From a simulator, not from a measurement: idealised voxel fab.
Name of the process module below: voxel capacitor over wiring
Each square cell in cross-section cut measures 5 nm, and the section as a whole is 160 nm wide.
Just so we're on the same page, the cross-sections are grids of square cells, and they're listed out in bands top to bottom, each band one or more rows deep. Heads up on the band format: heights come first, top then bottom, in nm. After that it's the materials left to right, each with its width in nm. A single material flagged "all across" fills the whole band edge to edge, and "air" means there's empty space there. Ref level 0: as-received wafer is one material below here. Bottom band extends down with no lower bound ("from 0 down"). A width such as "30..40" changes by the same amount from each row of cells to the next, from the band's top row to its bottom row. Step marked "everything unchanged"? Then no cell in the cross-section changed in it. In "Fully sealed cavities" the enclosed voids are listed, meaning empty spaces of 8 cells or larger without any opening to the top. The form is width x height at distance, distance from the left edge, units nm. Note: text after step settings on the step line = simulator remark on that step. For masked steps, "overlay nm" on the step line gives how far right of plan the mask actually lay; a minus sign means it lay to the left.

Planned process steps:
1 RECEIVE, material Si
2 CONFORMAL_DEP, material SiO2, thk nm 15
3 DIRECTIONAL_DEP, material TiN, thk nm 5
4 DIRECTIONAL_DEP, material W, thk nm 20
5 DIRECTIONAL_DEP, material aC, thk nm 15
6 PATTERN, tone cover, mask id METAL_1, material resist, width nm 30, pitch nm 95, thk nm 30, overlay nm 0
7 DIRECTIONAL_ETCH, etch materials aC, depth nm 15
8 STRIP, etch materials resist
9 DIRECTIONAL_ETCH, etch materials W, depth nm 20
10 DIRECTIONAL_ETCH, etch materials TiN, depth nm 5
11 STRIP, etch materials aC
12 FILL_DEP, material lowk, thk nm 10
13 CMP, height nm 40
14 CONFORMAL_DEP, material SiCN, thk nm 5
15 DIRECTIONAL_DEP, material SiO2, thk nm 20
16 PATTERN, tone open, mask id PLUG_1, material resist, width nm 15, thk nm 15, overlay nm 0
17 DIRECTIONAL_ETCH, etch materials SiO2, depth nm 20
18 DIRECTIONAL_ETCH, etch materials SiCN, depth nm 5
19 STRIP, etch materials resist
20 CONFORMAL_DEP, material TiN, thk nm 5
21 FILL_DEP, material Cu, thk nm 10
22 CMP, height nm 65
23 DIRECTIONAL_DEP, material TiN, thk nm 10
24 DIRECTIONAL_DEP, material SiN, thk nm 5
25 DIRECTIONAL_DEP, material TiN, thk nm 5
26 PATTERN, tone cover, mask id UPPER_PLATE, material resist, width nm 70, thk nm 15, overlay nm 0
27 DIRECTIONAL_ETCH, etch materials TiN, depth nm 5
28 DIRECTIONAL_ETCH, etch materials SiN, depth nm 5
29 STRIP, etch materials resist
30 PATTERN, tone cover, mask id LOWER_PLATE, material resist, width nm 80, thk nm 15, overlay nm 0
31 DIRECTIONAL_ETCH, etch materials TiN, depth nm 10
32 STRIP, etch materials resist
33 FILL_DEP, material SiO2, thk nm 20
34 CMP, height nm 100
35 MASKED_ETCH, tone open, mask id PLUG_2, width nm 15, etch materials SiO2, depth nm 15, overlay nm -15
36 CONFORMAL_DEP, material TiN, thk nm 5
37 FILL_DEP, material Ru, thk nm 10
38 CMP, height nm 100
39 CONFORMAL_DEP, material SiCN, thk nm 5
The overlay nm used in step 35 is not the same on every wafer, whereas the starting condition is; the value printed in the plan is the first wafer's.

Cross-section of the first incoming wafer of several, state after step 1:
from 0 down = Si all across
Fully sealed cavities: none

First of several wafers in cross-section at module end, following the final step, step 39:
from 105 to 100 = SiCN all across
from 100 to 90 = SiO2=25, then TiN=5, then Ru=5, then TiN=5, then SiO2=120
from 90 to 80 = SiO2=25..30, then TiN=15..70, then SiO2=120..60
from 80 to 75 = SiO2=30, then SiN=70, then SiO2=60
from 75 to 65 = SiO2=25, then TiN=80, then SiO2=55
from 65 to 45 = SiO2=30, then TiN=5, then Cu=5, then TiN=5, then SiO2=115
from 45 to 40 = SiCN=30, then TiN=15, then SiCN=115
from 40 to 20 = lowk=15, then W=30, then lowk=65, then W=30, then lowk=20
from 20 to 15 = lowk=15, then TiN=30, then lowk=65, then TiN=30, then lowk=20
from 15 to 0 = SiO2 all across
from 0 down = Si all across
Fully sealed cavities: none

The final wafer, sectioned at module end:
from 105 to 100 = SiCN all across
from 100 to 90 = SiO2=55, then TiN=5, then Ru=5, then TiN=5, then SiO2=90
from 90 to 80 = SiO2=55..30, then TiN=15..70, then SiO2=90..60
from 80 to 75 = SiO2=30, then SiN=70, then SiO2=60
from 75 to 65 = SiO2=25, then TiN=80, then SiO2=55
from 65 to 45 = SiO2=30, then TiN=5, then Cu=5, then TiN=5, then SiO2=115
from 45 to 40 = SiCN=30, then TiN=15, then SiCN=115
from 40 to 20 = lowk=15, then W=30, then lowk=65, then W=30, then lowk=20
from 20 to 15 = lowk=15, then TiN=30, then lowk=65, then TiN=30, then lowk=20
from 15 to 0 = SiO2 all across
from 0 down = Si all across
Fully sealed cavities: none

Gained (+) or lost (-) cells of each material since receipt, then closed voids: one row per wafer, at the end of the module:
overlay nm -15, +4 Cu, +2 Ru, +61 SiCN, +14 SiN, +367 SiO2, +76 TiN, +48 W, +100 lowk, Fully sealed cavities: none
overlay nm -10, +4 Cu, +2 Ru, +61 SiCN, +14 SiN, +367 SiO2, +76 TiN, +48 W, +100 lowk, Fully sealed cavities: none
overlay nm -5, +4 Cu, +2 Ru, +61 SiCN, +14 SiN, +367 SiO2, +76 TiN, +48 W, +100 lowk, Fully sealed cavities: none
overlay nm 0, +4 Cu, +2 Ru, +61 SiCN, +14 SiN, +367 SiO2, +76 TiN, +48 W, +100 lowk, Fully sealed cavities: none
overlay nm 5, +4 Cu, +2 Ru, +61 SiCN, +14 SiN, +367 SiO2, +76 TiN, +48 W, +100 lowk, Fully sealed cavities: none
overlay nm 10, +4 Cu, +2 Ru, +61 SiCN, +14 SiN, +367 SiO2, +76 TiN, +48 W, +100 lowk, Fully sealed cavities: none
overlay nm 15, +4 Cu, +2 Ru, +61 SiCN, +14 SiN, +367 SiO2, +76 TiN, +48 W, +100 lowk, Fully sealed cavities: none
